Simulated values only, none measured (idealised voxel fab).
This section sets out a process module, namely voxel ribs on slabs.
Pictured: cross-section cut, 220 nm wide, on a grid of 5 nm square cells.
In what follows, cross-sections appear as grids of square cells, described through bands that run from the top down, where every band is one or more rows of cells.
First you get the band's top height and its bottom height, in nm, and then the materials it's made of, left to right, with each width in nm. If you see a single material with "throughout", that one covers the band edge to edge. "blank" is empty space.
For the purposes of this specification, 0 denotes the height below which the wafer in its as-received condition is composed wholly of one material, and the lowermost band, lacking a lower limit, extends downward without end, as expressed in "0 -> down".
Top row gets the first number, bottom row gets the second, and each row in between changes by the same step: that is how a band width like "30 to 40" works.
"all unchanged", as given for a step, is the statement that not any cell of the cross-section underwent a change during that step.
Basically, "Fully closed voids" tells you about the enclosed voids: empty spaces with no open way to the top, 8 cells or bigger, each written width x height at distance, where distance is from the left edge, all in nm.
Heads up: the bit after the settings on a step's line is the simulator's remark on that step.
The line of a step may include "overlay nm". On a step with a mask, this value is how far to the right of its planned place the mask lay. A negative value means the mask lay to the left.
So here's the lineup of process steps we planned
| 1 | RECEIVE,material Si |
| 2 | DIRECTIONAL_DEP,material SiO2,thk nm 20 |
| 3 | DIRECTIONAL_DEP,material SiN,thk nm 25 |
| 4 | DIRECTIONAL_DEP,material aC,thk nm 15 |
| 5 | PATTERN,tone cover,mask id RIB,material resist,width nm 15,thk nm 30,overlay nm 0 |
| 6 | DIRECTIONAL_ETCH,etch materials aC,depth nm 15 |
| 7 | STRIP,etch materials resist |
| 8 | DIRECTIONAL_ETCH,etch materials SiN,depth nm 20 |
| 9 | STRIP,etch materials aC |
| 10 | DIRECTIONAL_DEP,material aC,thk nm 10 |
| 11 | PATTERN,tone cover,mask id SLAB,material resist,width nm 45,thk nm 30,overlay nm 0 |
| 12 | DIRECTIONAL_ETCH,etch materials aC,depth nm 10 |
| 13 | STRIP,etch materials resist |
| 14 | DIRECTIONAL_ETCH,etch materials SiN,depth nm 5 |
| 15 | STRIP,etch materials aC |
| 16 | FILL_DEP,material SiO2,thk nm 25 |
| 17 | CMP,height nm 60 |
| 18 | DIRECTIONAL_DEP,material TiN,thk nm 5 |
| 19 | MASKED_ETCH,tone cover,mask id HEATER,width nm 25,etch materials TiN,depth nm 5,overlay nm 0 |
| 20 | CONFORMAL_DEP,material SiO2,thk nm 10 |
Account of the first of two wafers, which was processed as intended
As received, after step 1
0 -> down | Si throughout
Fully closed voids: none
Cross-section of the wafer subsequent to step 2
20 -> 0 | SiO2 throughout
Lower than 0, everything is as it was.
Cross-section of the wafer subsequent to step 3
45 -> 20 | SiN throughout
Lower than 20, everything is as it was.
Cross-section of the wafer subsequent to step 4
60 -> 45 | aC throughout
Lower than 45, everything is as it was.
Cross-section of the wafer subsequent to step 5
90 -> 60 | blank (100), then resist (15), then blank (105)
Lower than 60, everything is as it was.
Cross-section of the wafer subsequent to step 6
75 -> 60 | blank (100), then resist (15), then blank (105)
60 -> 45 | blank (100), then aC (15), then blank (105)
Lower than 45, everything is as it was.
Cross-section of the wafer subsequent to step 7
60 -> 45 | blank (100), then aC (15), then blank (105)
Lower than 45, everything is as it was.
Cross-section of the wafer subsequent to step 8
60 -> 45 | blank (100), then aC (15), then blank (105)
45 -> 25 | blank (100), then SiN (15), then blank (105)
Lower than 25, everything is as it was.
Cross-section of the wafer subsequent to step 9
45 -> 25 | blank (100), then SiN (15), then blank (105)
Lower than 25, everything is as it was.
Cross-section of the wafer subsequent to step 10
55 -> 45 | blank (100), then aC (15), then blank (105)
45 -> 35 | blank (100), then SiN (15), then blank (105)
35 -> 25 | aC (100), then SiN (15), then aC (105)
Lower than 25, everything is as it was.
Cross-section of the wafer subsequent to step 11
85 -> 55 | blank (85), then resist (45), then blank (90)
55 -> 45 | blank (85), then resist (15), then aC (15), then resist (15), then blank (90)
45 -> 35 | blank (85), then resist (15), then SiN (15), then resist (15), then blank (90)
Lower than 35, everything is as it was.
Cross-section of the wafer subsequent to step 12
75 -> 55 | blank (85), then resist (45), then blank (90)
55 -> 45 | blank (85), then resist (15), then aC (15), then resist (15), then blank (90)
45 -> 35 | blank (85), then resist (15), then SiN (15), then resist (15), then blank (90)
35 -> 25 | blank (85), then aC (15), then SiN (15), then aC (15), then blank (90)
Lower than 25, everything is as it was.
Cross-section of the wafer subsequent to step 13
55 -> 45 | blank (100), then aC (15), then blank (105)
45 -> 35 | blank (100), then SiN (15), then blank (105)
Lower than 35, everything is as it was.
Cross-section of the wafer subsequent to step 14
55 -> 45 | blank (100), then aC (15), then blank (105)
45 -> 35 | blank (100), then SiN (15), then blank (105)
35 -> 25 | blank (85), then aC (15), then SiN (15), then aC (15), then blank (90)
25 -> 20 | blank (85), then SiN (45), then blank (90)
Lower than 20, everything is as it was.
Cross-section of the wafer subsequent to step 15
45 -> 25 | blank (100), then SiN (15), then blank (105)
Lower than 25, everything is as it was.
Cross-section of the wafer subsequent to step 16
70 -> 45 | SiO2 throughout
45 -> 25 | SiO2 (100), then SiN (15), then SiO2 (105)
25 -> 20 | SiO2 (85), then SiN (45), then SiO2 (90)
Lower than 20, everything is as it was.
Cross-section of the wafer subsequent to step 17
60 -> 45 | SiO2 throughout
Lower than 45, everything is as it was.
Cross-section of the wafer subsequent to step 18
65 -> 60 | TiN throughout
Lower than 60, everything is as it was.
Cross-section of the wafer subsequent to step 19
65 -> 60 | blank (95), then TiN (25), then blank (100)
Lower than 60, everything is as it was.
Cross-section of the wafer subsequent to step 20
75 -> 70 | blank (85), then SiO2 (45), then blank (90)
70 -> 65 | SiO2 throughout
65 -> 60 | SiO2 (95), then TiN (25), then SiO2 (100)
Lower than 60, everything is as it was.
Second wafer, same starting conditions and recipe as the first, one mistake in executing it, nothing differs from the first up to and including step 18
What the second wafer looks like in cross-section when step 19 should have wrapped up
65 -> 60 | blank (90), then TiN (35), then blank (95)
Lower than 60, everything is as it was.
What the second wafer looks like in cross-section when step 20 should have wrapped up
75 -> 70 | blank (80), then SiO2 (55), then blank (85)
70 -> 65 | SiO2 throughout
65 -> 60 | SiO2 (90), then TiN (35), then SiO2 (95)
Lower than 60, everything is as it was.
What went wrong in running the wafer? not per plan at step 19, really ran MASKED_ETCH,tone cover,mask id HEATER,width nm 35,etch materials TiN,depth nm 5,overlay nm 0
Wafer comparison, final, in cells, second relative to first, materials more or fewer: +2 TiN
